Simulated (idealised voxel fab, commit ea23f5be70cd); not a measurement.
The document below concerns the process module designated voxel self aligned vias.
We display cut, a cross-section 170 nm in width whose square cells are each 5 nm.
This document writes a cross-section as a grid whose cells are square, and gives it as bands, listed from the top down; one or more rows of cells form a band.
Look at the band entry: it leads with the top's height and the bottom's height in nm. Then it lists the materials left to right, with a width in nm for each. The word "full width" on a single material says that material fills the band edge to edge. The word "empty" is empty space.
Below 0: as-received wafer, all one material; heights counted from there. Lowest band: no bottom, goes on down, written "0 and below".
The notation "30..40" denotes a width that varies across the rows of cells in the band, beginning at the first number in the top row, finishing at the second number in the bottom row, and changing by an identical amount from each row to the next.
Basically "no change occurred" means that step didn't change any cell in the cross-section.
Reported under the label "Closed internal cavities" are the empty spaces having no open way to the top and comprising 8 cells or more; the notation for each is width x height at distance, in which the distance is measured from the left edge and all three values are in nm.
Whatever follows a step's settings on its line is a remark the simulator itself makes about that step.
"overlay nm" answers the question of how far to the right of plan the mask lay on a step that has a mask, and when it is negative the answer is to the left.
# Here's what the planned process steps look like
- 1: RECEIVE: material Si
- 2: CONFORMAL_DEP: material SiO2, thk nm 10
- 3: CONFORMAL_DEP: material SiCN, thk nm 5
- 4: DIRECTIONAL_DEP: material lowk, thk nm 20
- 5: MASKED_ETCH: tone open, mask id LINES, width nm 20, pitch nm 70, etch materials lowk, depth nm 20, overlay nm 0
- 6: CONFORMAL_DEP: material TiN, thk nm 5
- 7: FILL_DEP: material Ru, thk nm 5
- 8: CMP: height nm 35
- 9: SELECTIVE_ETCH: etch materials W Ru TiN, depth nm 10
- 10: FILL_DEP: material SiN, thk nm 10
- 11: CMP: height nm 35
- 12: DIRECTIONAL_DEP: material lowk, thk nm 15
- 13: DIRECTIONAL_DEP: material aC, thk nm 10
- 14: PATTERN: tone open, mask id VIAS, material resist, width nm 40, pitch nm 70, thk nm 25, overlay nm 0
- 15: DIRECTIONAL_ETCH: etch materials aC, depth nm 10
- 16: STRIP: etch materials resist
- 17: DIRECTIONAL_ETCH: etch materials lowk, depth nm 15
- 18: DIRECTIONAL_ETCH: etch materials SiN, depth nm 10
- 19: STRIP: etch materials aC
- 20: CONFORMAL_DEP: material TiN, thk nm 5
- 21: FILL_DEP: material W, thk nm 10
- 22: CMP: height nm 50
- 23: CONFORMAL_DEP: material SiCN, thk nm 5
# What follows covers the first of two wafers; it ran as planned
# as received, after step 1
    0 and below = Si full width
    Closed internal cavities: none
# The following cross-section depicts the wafer upon completion of step 2
    10 down to 0 = SiO2 full width
    Whatever lies below 0 is exactly as it was before.
# The following cross-section depicts the wafer upon completion of step 3
    15 down to 10 = SiCN full width
    Whatever lies below 10 is exactly as it was before.
# The following cross-section depicts the wafer upon completion of step 4
    35 down to 15 = lowk full width
    Whatever lies below 15 is exactly as it was before.
# The following cross-section depicts the wafer upon completion of step 5
    35 down to 15 = 40 of lowk | 20 of empty | 50 of lowk | 20 of empty | 40 of lowk
    Whatever lies below 15 is exactly as it was before.
# The following cross-section depicts the wafer upon completion of step 6
    40 down to 35 = 45 of TiN | 10 of empty | 60 of TiN | 10 of empty | 45 of TiN
    35 down to 20 = 40 of lowk | 5 of TiN | 10 of empty | 5 of TiN | 50 of lowk | 5 of TiN | 10 of empty | 5 of TiN | 40 of lowk
    20 down to 15 = 40 of lowk | 20 of TiN | 50 of lowk | 20 of TiN | 40 of lowk
    Whatever lies below 15 is exactly as it was before.
# The following cross-section depicts the wafer upon completion of step 7
    45 down to 40 = Ru full width
    40 down to 35 = 45 of TiN | 10 of Ru | 60 of TiN | 10 of Ru | 45 of TiN
    35 down to 20 = 40 of lowk | 5 of TiN | 10 of Ru | 5 of TiN | 50 of lowk | 5 of TiN | 10 of Ru | 5 of TiN | 40 of lowk
    Whatever lies below 20 is exactly as it was before.
# The following cross-section depicts the wafer upon completion of step 8
    35 down to 20 = 40 of lowk | 5 of TiN | 10 of Ru | 5 of TiN | 50 of lowk | 5 of TiN | 10 of Ru | 5 of TiN | 40 of lowk
    Whatever lies below 20 is exactly as it was before.
# The following cross-section depicts the wafer upon completion of step 9
    35 down to 25 = 40 of lowk | 20 of empty | 50 of lowk | 20 of empty | 40 of lowk
    Whatever lies below 25 is exactly as it was before.
# The following cross-section depicts the wafer upon completion of step 10
    45 down to 35 = SiN full width
    35 down to 25 = 40 of lowk | 20 of SiN | 50 of lowk | 20 of SiN | 40 of lowk
    Whatever lies below 25 is exactly as it was before.
# The following cross-section depicts the wafer upon completion of step 11
    35 down to 25 = 40 of lowk | 20 of SiN | 50 of lowk | 20 of SiN | 40 of lowk
    Whatever lies below 25 is exactly as it was before.
# The following cross-section depicts the wafer upon completion of step 12
    50 down to 35 = lowk full width
    Whatever lies below 35 is exactly as it was before.
# The following cross-section depicts the wafer upon completion of step 13
    60 down to 50 = aC full width
    Whatever lies below 50 is exactly as it was before.
# The following cross-section depicts the wafer upon completion of step 14
    85 down to 60 = 30 of resist | 40 of empty | 30 of resist | 40 of empty | 30 of resist
    Whatever lies below 60 is exactly as it was before.
# The following cross-section depicts the wafer upon completion of step 15
    75 down to 60 = 30 of resist | 40 of empty | 30 of resist | 40 of empty | 30 of resist
    60 down to 50 = 30 of aC | 40 of empty | 30 of aC | 40 of empty | 30 of aC
    Whatever lies below 50 is exactly as it was before.
# The following cross-section depicts the wafer upon completion of step 16
    60 down to 50 = 30 of aC | 40 of empty | 30 of aC | 40 of empty | 30 of aC
    Whatever lies below 50 is exactly as it was before.
# The following cross-section depicts the wafer upon completion of step 17
    60 down to 50 = 30 of aC | 40 of empty | 30 of aC | 40 of empty | 30 of aC
    50 down to 35 = 30 of lowk | 40 of empty | 30 of lowk | 40 of empty | 30 of lowk
    Whatever lies below 35 is exactly as it was before.
# The following cross-section depicts the wafer upon completion of step 18
    60 down to 50 = 30 of aC | 40 of empty | 30 of aC | 40 of empty | 30 of aC
    50 down to 35 = 30 of lowk | 40 of empty | 30 of lowk | 40 of empty | 30 of lowk
    35 down to 25 = 40 of lowk | 20 of empty | 50 of lowk | 20 of empty | 40 of lowk
    Whatever lies below 25 is exactly as it was before.
# The following cross-section depicts the wafer upon completion of step 19
    50 down to 35 = 30 of lowk | 40 of empty | 30 of lowk | 40 of empty | 30 of lowk
    Whatever lies below 35 is exactly as it was before.
# The following cross-section depicts the wafer upon completion of step 20
    55 down to 50 = 35 of TiN | 30 of empty | 40 of TiN | 30 of empty | 35 of TiN
    50 down to 40 = 30 of lowk | 5 of TiN | 30 of empty | 5 of TiN | 30 of lowk | 5 of TiN | 30 of empty | 5 of TiN | 30 of lowk
    40 down to 30 = 30..40 of lowk | 15..5 of TiN | 10 of empty | 15..5 of TiN | 30..50 of lowk | 15..5 of TiN | 10 of empty | 15..5 of TiN | 30..40 of lowk
    30 down to 25 = 40 of lowk | 20 of TiN | 50 of lowk | 20 of TiN | 40 of lowk
    Whatever lies below 25 is exactly as it was before.
# The following cross-section depicts the wafer upon completion of step 21
    65 down to 55 = W full width
    55 down to 50 = 35 of TiN | 30 of W | 40 of TiN | 30 of W | 35 of TiN
    50 down to 40 = 30 of lowk | 5 of TiN | 30 of W | 5 of TiN | 30 of lowk | 5 of TiN | 30 of W | 5 of TiN | 30 of lowk
    40 down to 30 = 30..40 of lowk | 15..5 of TiN | 10 of W | 15..5 of TiN | 30..50 of lowk | 15..5 of TiN | 10 of W | 15..5 of TiN | 30..40 of lowk
    Whatever lies below 30 is exactly as it was before.
# The following cross-section depicts the wafer upon completion of step 22
    50 down to 40 = 30 of lowk | 5 of TiN | 30 of W | 5 of TiN | 30 of lowk | 5 of TiN | 30 of W | 5 of TiN | 30 of lowk
    Whatever lies below 40 is exactly as it was before.
# The following cross-section depicts the wafer upon completion of step 23
    55 down to 50 = SiCN full width
    Whatever lies below 50 is exactly as it was before.
# Wafer two of the pair: same origin, same plan, one error during the run; identical to wafer one up to and including step 2
Second wafer, cross-section, planned end of step 3: no change occurred
# Second wafer, cross-section, planned end of step 4
    30 down to 10 = lowk full width
    Whatever lies below 10 is exactly as it was before.
# Second wafer, cross-section, planned end of step 5
    30 down to 10 = 40 of lowk | 20 of empty | 50 of lowk | 20 of empty | 40 of lowk
    Whatever lies below 10 is exactly as it was before.
# Second wafer, cross-section, planned end of step 6
    35 down to 30 = 45 of TiN | 10 of empty | 60 of TiN | 10 of empty | 45 of TiN
    30 down to 15 = 40 of lowk | 5 of TiN | 10 of empty | 5 of TiN | 50 of lowk | 5 of TiN | 10 of empty | 5 of TiN | 40 of lowk
    15 down to 10 = 40 of lowk | 20 of TiN | 50 of lowk | 20 of TiN | 40 of lowk
    Whatever lies below 10 is exactly as it was before.
# Second wafer, cross-section, planned end of step 7
    40 down to 35 = Ru full width
    35 down to 30 = 45 of TiN | 10 of Ru | 60 of TiN | 10 of Ru | 45 of TiN
    30 down to 15 = 40 of lowk | 5 of TiN | 10 of Ru | 5 of TiN | 50 of lowk | 5 of TiN | 10 of Ru | 5 of TiN | 40 of lowk
    Whatever lies below 15 is exactly as it was before.
# Second wafer, cross-section, planned end of step 8
    35 down to 30 = 45 of TiN | 10 of Ru | 60 of TiN | 10 of Ru | 45 of TiN
    Whatever lies below 30 is exactly as it was before.
# Second wafer, cross-section, planned end of step 9
    30 down to 25 = 40 of lowk | 20 of empty | 50 of lowk | 20 of empty | 40 of lowk
    Whatever lies below 25 is exactly as it was before.
# Second wafer, cross-section, planned end of step 10
    40 down to 30 = SiN full width
    30 down to 25 = 40 of lowk | 20 of SiN | 50 of lowk | 20 of SiN | 40 of lowk
    Whatever lies below 25 is exactly as it was before.
# Second wafer, cross-section, planned end of step 11
    35 down to 30 = SiN full width
    Whatever lies below 30 is exactly as it was before.
# Second wafer, cross-section, planned end of step 12
    50 down to 35 = lowk full width
    Whatever lies below 35 is exactly as it was before.
# Second wafer, cross-section, planned end of step 13
    60 down to 50 = aC full width
    Whatever lies below 50 is exactly as it was before.
# Second wafer, cross-section, planned end of step 14
    85 down to 60 = 30 of resist | 40 of empty | 30 of resist | 40 of empty | 30 of resist
    Whatever lies below 60 is exactly as it was before.
# Second wafer, cross-section, planned end of step 15
    75 down to 60 = 30 of resist | 40 of empty | 30 of resist | 40 of empty | 30 of resist
    60 down to 50 = 30 of aC | 40 of empty | 30 of aC | 40 of empty | 30 of aC
    Whatever lies below 50 is exactly as it was before.
# Second wafer, cross-section, planned end of step 16
    60 down to 50 = 30 of aC | 40 of empty | 30 of aC | 40 of empty | 30 of aC
    Whatever lies below 50 is exactly as it was before.
# Second wafer, cross-section, planned end of step 17
    60 down to 50 = 30 of aC | 40 of empty | 30 of aC | 40 of empty | 30 of aC
    50 down to 35 = 30 of lowk | 40 of empty | 30 of lowk | 40 of empty | 30 of lowk
    Whatever lies below 35 is exactly as it was before.
# Second wafer, cross-section, planned end of step 18
    60 down to 50 = 30 of aC | 40 of empty | 30 of aC | 40 of empty | 30 of aC
    50 down to 35 = 30 of lowk | 40 of empty | 30 of lowk | 40 of empty | 30 of lowk
    35 down to 30 = 30 of SiN | 40 of empty | 30 of SiN | 40 of empty | 30 of SiN
    30 down to 25 = 40 of lowk | 20 of empty | 50 of lowk | 20 of empty | 40 of lowk
    Whatever lies below 25 is exactly as it was before.
# Second wafer, cross-section, planned end of step 19
    50 down to 35 = 30 of lowk | 40 of empty | 30 of lowk | 40 of empty | 30 of lowk
    Whatever lies below 35 is exactly as it was before.
# Second wafer, cross-section, planned end of step 20
    55 down to 50 = 35 of TiN | 30 of empty | 40 of TiN | 30 of empty | 35 of TiN
    50 down to 35 = 30 of lowk | 5 of TiN | 30 of empty | 5 of TiN | 30 of lowk | 5 of TiN | 30 of empty | 5 of TiN | 30 of lowk
    35 down to 30 = 30 of SiN | 15 of TiN | 10 of empty | 15 of TiN | 30 of SiN | 15 of TiN | 10 of empty | 15 of TiN | 30 of SiN
    30 down to 25 = 40 of lowk | 20 of TiN | 50 of lowk | 20 of TiN | 40 of lowk
    Whatever lies below 25 is exactly as it was before.
# Second wafer, cross-section, planned end of step 21
    65 down to 55 = W full width
    55 down to 50 = 35 of TiN | 30 of W | 40 of TiN | 30 of W | 35 of TiN
    50 down to 35 = 30 of lowk | 5 of TiN | 30 of W | 5 of TiN | 30 of lowk | 5 of TiN | 30 of W | 5 of TiN | 30 of lowk
    35 down to 30 = 30 of SiN | 15 of TiN | 10 of W | 15 of TiN | 30 of SiN | 15 of TiN | 10 of W | 15 of TiN | 30 of SiN
    Whatever lies below 30 is exactly as it was before.
# Second wafer, cross-section, planned end of step 22
    50 down to 35 = 30 of lowk | 5 of TiN | 30 of W | 5 of TiN | 30 of lowk | 5 of TiN | 30 of W | 5 of TiN | 30 of lowk
    Whatever lies below 35 is exactly as it was before.
# Second wafer, cross-section, planned end of step 23
    55 down to 50 = SiCN full width
    Whatever lies below 50 is exactly as it was before.
So what did we get wrong on this run? step 3 of the plan: omitted, not performed
In the final state, the cell counts of the second wafer exceed or fall short of those of the first for the following materials: +4 Ru, -34 SiCN, +18 SiN, +4 TiN, +8 W
